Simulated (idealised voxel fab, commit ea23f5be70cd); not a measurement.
process module | voxel wiring stack
cross-section cut | 260 nm wide | cells 5 nm
A cross-section is a grid of square cells, given in bands from the top down. A band is one or more rows of cells.
Each band's line starts with the height of the band's top and of its bottom, in nm. Then come its materials from left to right, each with its width in nm. One material with "throughout" fills the band from edge to edge. "air" is empty space.
Height 0 is the level under which the wafer as received is all one material. The lowest band goes on downwards, as in "0 down".
A width such as "30 to 40" changes by the same amount from each row of cells to the next, from the band's top row to its bottom row.
"no change" after a step means that no cell of the cross-section changed.
closed voids: empty space of 8 cells or more with no open way to the top, each as width x height at its distance from the left edge, in nm
after a step's settings: what the simulator itself notes on the step
overlay nm, on a step with a mask: how far to the right of its planned place the mask lay; to the left if negative
plan
1 op RECEIVE | material Si
2 op CONFORMAL_DEP | material SiO2 | thk nm 15
3 op CONFORMAL_DEP | material SiCN | thk nm 5
4 op DIRECTIONAL_DEP | material lowk | thk nm 25
5 op PATTERN | tone open | mask id METAL_1 | material resist | width nm 25 | pitch nm 40 | thk nm 15 | overlay nm 0
6 op DIRECTIONAL_ETCH | etch materials lowk | depth nm 25
7 op DIRECTIONAL_ETCH | etch materials SiCN | depth nm 5
8 op STRIP | etch materials resist
9 op CONFORMAL_DEP | material TiN | thk nm 5
10 op FILL_DEP | material Cu | thk nm 10
11 op CMP | height nm 45
12 op CONFORMAL_DEP | material SiCN | thk nm 5
13 op DIRECTIONAL_DEP | material lowk | thk nm 35
14 op PATTERN | tone open | mask id METAL_2_HOLES | material resist | width nm 15 | pitch nm 40 | thk nm 15 | overlay nm 0
15 op DIRECTIONAL_ETCH | etch materials lowk | depth nm 35
16 op STRIP | etch materials resist
17 op MASKED_ETCH | tone open | mask id METAL_2 | width nm 25 | pitch nm 40 | etch materials lowk | depth nm 20 | overlay nm 0
18 op MASKED_ETCH | tone open | mask id METAL_2 | width nm 25 | pitch nm 40 | etch materials SiCN | depth nm 5 | overlay nm 0
19 op CONFORMAL_DEP | material TiN | thk nm 5
20 op FILL_DEP | material Ru | thk nm 5
21 op CMP | height nm 85
22 op CONFORMAL_DEP | material SiCN | thk nm 5
23 op DIRECTIONAL_DEP | material lowk | thk nm 35
24 op DIRECTIONAL_DEP | material aC | thk nm 10
25 op PATTERN | tone open | mask id METAL_3 | material resist | width nm 25 | pitch nm 40 | thk nm 30 | overlay nm 0
26 op DIRECTIONAL_ETCH | etch materials aC | depth nm 10
27 op STRIP | etch materials resist
28 op DIRECTIONAL_ETCH | etch materials lowk | depth nm 20
29 op STRIP | etch materials aC
30 op DIRECTIONAL_DEP | material aC | thk nm 10
31 op PATTERN | tone open | mask id METAL_3_HOLES | material resist | width nm 15 | pitch nm 80 | thk nm 30 | overlay nm 0
32 op DIRECTIONAL_ETCH | etch materials aC | depth nm 10
33 op STRIP | etch materials resist
34 op DIRECTIONAL_ETCH | etch materials lowk | depth nm 15
35 op DIRECTIONAL_ETCH | etch materials SiCN | depth nm 5
36 op STRIP | etch materials aC
37 op CONFORMAL_DEP | material TiN | thk nm 5
38 op FILL_DEP | material Cu | thk nm 10
39 op CMP | height nm 125
40 op CONFORMAL_DEP | material SiCN | thk nm 5
41 op DIRECTIONAL_DEP | material lowk | thk nm 35
42 op PATTERN | tone open | mask id METAL_4_HOLES | material resist | width nm 15 | pitch nm 40 | thk nm 20 | overlay nm 0
43 op DIRECTIONAL_ETCH | etch materials lowk | depth nm 35
44 op STRIP | etch materials resist
45 op DIRECTIONAL_DEP | material aC | thk nm 10
46 op PATTERN | tone open | mask id METAL_4 | material resist | width nm 25 | pitch nm 40 | thk nm 30 | overlay nm 0
47 op DIRECTIONAL_ETCH | etch materials aC | depth nm 10
48 op STRIP | etch materials resist
49 op DIRECTIONAL_ETCH | etch materials lowk | depth nm 20
50 op DIRECTIONAL_ETCH | etch materials SiCN | depth nm 5
51 op STRIP | etch materials aC
52 op CONFORMAL_DEP | material TiN | thk nm 5
53 op FILL_DEP | material Cu | thk nm 10
54 op CMP | height nm 165
55 op CONFORMAL_DEP | material SiCN | thk nm 5
varied across the wafers: thk nm of step 22. The plan shows the first wafer's value. All wafers start alike
first wafer as received, after step 1
  0 down: Si throughout
  closed voids: none
first wafer at the end, after step 55
  170 to 165: SiCN throughout
  165 to 150: lowk 75 | TiN 5 | Cu 15 | TiN 5 | lowk 15 | TiN 5 | Cu 15 | TiN 5 | lowk 15 | TiN 5 | Cu 15 | TiN 5 | lowk 80
  150 to 145: lowk 75 | TiN 5 | Cu 5 | TiN 15 | lowk 15 | TiN 5 | Cu 5 | TiN 15 | lowk 15 | TiN 5 | Cu 5 | TiN 15 | lowk 80
  145 to 130: lowk 75 | TiN 5 | Cu 5 | TiN 5 | lowk 25 | TiN 5 | Cu 5 | TiN 5 | lowk 25 | TiN 5 | Cu 5 | TiN 5 | lowk 90
  130 to 125: SiCN 75 | TiN 15 | SiCN 25 | TiN 15 | SiCN 25 | TiN 15 | SiCN 90
  125 to 110: lowk 75 | TiN 5 | Cu 15 | TiN 5 | lowk 15 | TiN 5 | Cu 15 | TiN 5 | lowk 15 | TiN 5 | Cu 15 | TiN 5 | lowk 80
  110 to 105: lowk 75 | TiN 5 | Cu 5 | TiN 15 | lowk 15 | TiN 25 | lowk 15 | TiN 5 | Cu 5 | TiN 15 | lowk 80
  105 to 90: lowk 75 | TiN 5 | Cu 5 | TiN 5 | lowk 65 | TiN 5 | Cu 5 | TiN 5 | lowk 90
  90 to 85: SiCN 75 | TiN 15 | SiCN 65 | TiN 15 | SiCN 90
  85 to 70: lowk 75 | TiN 5 | Ru 15 | TiN 5 | lowk 15 | TiN 5 | Ru 15 | TiN 5 | lowk 15 | TiN 5 | Ru 15 | TiN 5 | lowk 80
  70 to 65: lowk 75 | TiN 5 | Ru 5 | TiN 15 | lowk 15 | TiN 5 | Ru 5 | TiN 15 | lowk 15 | TiN 5 | Ru 5 | TiN 15 | lowk 80
  65 to 50: lowk 75 | TiN 5 | Ru 5 | TiN 5 | lowk 25 | TiN 5 | Ru 5 | TiN 5 | lowk 25 | TiN 5 | Ru 5 | TiN 5 | lowk 90
  50 to 45: SiCN 75 | TiN 15 | SiCN 25 | TiN 15 | SiCN 25 | TiN 15 | SiCN 90
  45 to 20: lowk 75 | TiN 5 | Cu 15 | TiN 5 | lowk 15 | TiN 5 | Cu 15 | TiN 5 | lowk 15 | TiN 5 | Cu 15 | TiN 5 | lowk 80
  20 to 15: SiCN 75 | TiN 25 | SiCN 15 | TiN 25 | SiCN 15 | TiN 25 | SiCN 80
  15 to 0: SiO2 throughout
  0 down: Si throughout
  closed voids: none
last wafer at the end
  170 to 165: SiCN throughout
  165 to 150: lowk 75 | TiN 5 | Cu 15 | TiN 5 | lowk 15 | TiN 5 | Cu 15 | TiN 5 | lowk 15 | TiN 5 | Cu 15 | TiN 5 | lowk 80
  150 to 145: lowk 75 | TiN 5 | Cu 5 | TiN 15 | lowk 15 | TiN 5 | Cu 5 | TiN 15 | lowk 15 | TiN 5 | Cu 5 | TiN 15 | lowk 80
  145 to 130: lowk 75 | TiN 5 | Cu 5 | TiN 5 | lowk 25 | TiN 5 | Cu 5 | TiN 5 | lowk 25 | TiN 5 | Cu 5 | TiN 5 | lowk 90
  130 to 125: SiCN 75 | TiN 15 | SiCN 25 | TiN 15 | SiCN 25 | TiN 15 | SiCN 90
  125 to 120: lowk 75 | TiN 5 | Cu 5 | TiN 15 | lowk 15 | TiN 25 | lowk 15 | TiN 5 | Cu 5 | TiN 15 | lowk 80
  120 to 105: lowk 75 | TiN 5 | Cu 5 | TiN 5 | lowk 65 | TiN 5 | Cu 5 | TiN 5 | lowk 90
  105 to 100: SiCN 75 | TiN 15 | SiCN 65 | TiN 15 | SiCN 90
  100 to 85: SiCN throughout
  85 to 70: lowk 75 | TiN 5 | Ru 15 | TiN 5 | lowk 15 | TiN 5 | Ru 15 | TiN 5 | lowk 15 | TiN 5 | Ru 15 | TiN 5 | lowk 80
  70 to 65: lowk 75 | TiN 5 | Ru 5 | TiN 15 | lowk 15 | TiN 5 | Ru 5 | TiN 15 | lowk 15 | TiN 5 | Ru 5 | TiN 15 | lowk 80
  65 to 50: lowk 75 | TiN 5 | Ru 5 | TiN 5 | lowk 25 | TiN 5 | Ru 5 | TiN 5 | lowk 25 | TiN 5 | Ru 5 | TiN 5 | lowk 90
  50 to 45: SiCN 75 | TiN 15 | SiCN 25 | TiN 15 | SiCN 25 | TiN 15 | SiCN 90
  45 to 20: lowk 75 | TiN 5 | Cu 15 | TiN 5 | lowk 15 | TiN 5 | Cu 15 | TiN 5 | lowk 15 | TiN 5 | Cu 15 | TiN 5 | lowk 80
  20 to 15: SiCN 75 | TiN 25 | SiCN 15 | TiN 25 | SiCN 15 | TiN 25 | SiCN 80
  15 to 0: SiO2 throughout
  0 down: Si throughout
  closed voids: none
each wafer at the end: cells of each material gained (+) or lost (-) since it was received, then its closed voids
thk nm 5 | +119 Cu | +39 Ru | +221 SiCN | +156 SiO2 | +208 TiN | +1025 lowk | closed voids: none
thk nm 10 | +110 Cu | +39 Ru | +273 SiCN | +156 SiO2 | +202 TiN | +988 lowk | closed voids: none
thk nm 15 | +101 Cu | +39 Ru | +325 SiCN | +156 SiO2 | +196 TiN | +951 lowk | closed voids: none
thk nm 20 | +92 Cu | +39 Ru | +377 SiCN | +156 SiO2 | +190 TiN | +914 lowk | closed voids: none
